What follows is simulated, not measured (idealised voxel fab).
This is a process module. Its name is voxel ribs on slabs.
Displayed cross-section: cut, width of 190 nm, square cells sized 5 nm.
Heads up, the way a cross-section reads in here is a grid of square cells, handed over as bands from the top down, with every band being one or more rows of cells. This entry defines a band. It first specifies the height of the band's top and the height of its bottom in nm, and then specifies the band's materials from left to right, stating each material with its width in nm. The word "full width" identifies a single material that fills the band from edge to edge, while the word "air" identifies empty space. Heights from 0 (as-received wafer is one material below). Bottom band endless downward, as "0..down". Quick explanation for "30->40": the width changes in equal steps down the rows of cells, from the first number in the band's top row to the second number in its bottom row. Where the words "remained the same" appear for a step, the cross-section shows no cell changed by that step; every cell remained as before. "Closed internal cavities" enumerates empty spaces isolated from the top, with no open way to it, that contain at least 8 cells, giving each as width x height at distance from the left edge, all three in nm. It should be noted that, on the line of a given step, the content following the step's settings is a remark produced by the simulator itself with respect to that step. overlay nm: on a step with a mask, how far right of its planned place the mask lay; negative means left.
## Here's what the planned process steps look like
| 1 | RECEIVE with material Si |
| 2 | DIRECTIONAL_DEP with material SiO2, thk nm 20 |
| 3 | DIRECTIONAL_DEP with material polySi, thk nm 25 |
| 4 | DIRECTIONAL_DEP with material aC, thk nm 10 |
| 5 | PATTERN with tone cover, mask id RIB, material resist, width nm 25, thk nm 25, overlay nm 0 |
| 6 | DIRECTIONAL_ETCH with etch materials aC, depth nm 10 |
| 7 | STRIP with etch materials resist |
| 8 | DIRECTIONAL_ETCH with etch materials polySi, depth nm 10 |
| 9 | STRIP with etch materials aC |
| 10 | PATTERN with tone cover, mask id SLAB, material resist, width nm 75, thk nm 20, overlay nm 0 |
| 11 | DIRECTIONAL_ETCH with etch materials polySi, depth nm 15 |
| 12 | STRIP with etch materials resist |
| 13 | FILL_DEP with material SiO2, thk nm 25 |
| 14 | CMP with height nm 65 |
| 15 | DIRECTIONAL_DEP with material W, thk nm 5 |
| 16 | MASKED_ETCH with tone cover, mask id HEATER, width nm 35, etch materials W, depth nm 5, overlay nm 0 |
| 17 | CONFORMAL_DEP with material SiN, thk nm 5 |
## Cross-sectional view of the wafer in its as-received condition, corresponding to the state after step 1
    0..down  Si full width
    Closed internal cavities: none
## The first of the two wafers as seen in cross-section once the module was finished; processing followed the plan
    75..70  air 70 nm / SiN 45 nm / air 75 nm
    70..65  SiN 75 nm / W 35 nm / SiN 80 nm
    65..45  SiO2 full width
    45..35  SiO2 80 nm / polySi 25 nm / SiO2 85 nm
    35..20  SiO2 55 nm / polySi 75 nm / SiO2 60 nm
    20..0  SiO2 full width
    0..down  Si full width
    Closed internal cavities: none
## Second of two wafers, module complete, sectioned: it shares the first wafer's start and plan but was run with one mistake
    75..70  air 70 nm / SiN 45 nm / air 75 nm
    70..65  SiN 75 nm / W 35 nm / SiN 80 nm
    65..45  SiO2 full width
    45..35  SiO2 80 nm / polySi 25 nm / SiO2 85 nm
    35..20  SiO2 55 nm / polySi 80 nm / SiO2 55 nm
    20..0  SiO2 full width
    0..down  Si full width
    Closed internal cavities: none
Diagnosis: rather than as planned, step 10 actually ran as PATTERN with tone cover, mask id SLAB, material resist, width nm 80, thk nm 20, overlay nm 0
Final difference in cells, second wafer against first, listed per material as more or fewer: -3 SiO2; +3 polySi
